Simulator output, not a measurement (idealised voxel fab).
process module | voxel trench capacitor
cross-section cut | 245 nm wide | cells 5 nm
A cross-section is a grid of square cells, given in bands from the top down. A band is one or more rows of cells.
Each band's line starts with the height of the band's top and of its bottom, in nm. Then come its materials from left to right, each with its width in nm. One material with "throughout" fills the band from edge to edge. "air" is empty space.
Height 0 is the level under which the wafer as received is all one material. The lowest band goes on downwards, as in "0 down".
A width such as "30 to 40" changes by the same amount from each row of cells to the next, from the band's top row to its bottom row.
"no change" after a step means that no cell of the cross-section changed.
closed voids: empty space of 8 cells or more with no open way to the top, each as width x height at its distance from the left edge, in nm
after a step's settings: what the simulator itself notes on the step
overlay nm, on a step with a mask: how far to the right of its planned place the mask lay; to the left if negative
Each pair below shows a cross-section before one step and the cross-section after it, down to the lowest band that changed. The line under each pair gives the step between them, with its settings. The pairs can come from different runs of this module on the same starting wafer, so a pair continues from the pair above only where its "before" says so.
before
  25 to 15: W throughout
  15 to 10: W 60 | TiN 125 | W 60
  10 to 5: W 60 | TiN 5 | Al2O3 35 | TiN 5 | Al2O3 35 | TiN 5 | Al2O3 35 | TiN 5 | W 60
  5 to 0: W 60 | TiN 5 | Al2O3 5 | SiN 25 | Al2O3 5 | TiN 5 | Al2O3 5 | SiN 25 | Al2O3 5 | TiN 5 | Al2O3 5 | SiN 25 | Al2O3 5 | TiN 5 | W 60
  0 to -30: W 60 | TiN 5 | Al2O3 5 | Si 25 | Al2O3 5 | TiN 5 | Al2O3 5 | Si 25 | Al2O3 5 | TiN 5 | Al2O3 5 | Si 25 | Al2O3 5 | TiN 5 | W 60
  -30 to -35: TiN 65 | Al2O3 5 | Si 25 | Al2O3 5 | TiN 5 | Al2O3 5 | Si 25 | Al2O3 5 | TiN 5 | Al2O3 5 | Si 25 | Al2O3 5 | TiN 65
  -35 to -40: Al2O3 70 | Si 25 | Al2O3 15 | Si 25 | Al2O3 15 | Si 25 | Al2O3 70
  -40 down: Si throughout
  closed voids: none
after
  5 to 0: W 60 | TiN 5 | Al2O3 5 | SiN 25 | Al2O3 5 | TiN 5 | Al2O3 5 | SiN 25 | Al2O3 5 | TiN 5 | Al2O3 5 | SiN 25 | Al2O3 5 | TiN 5 | W 60
  below 0: unchanged
  closed voids: none
the step between: op CMP | height nm 5
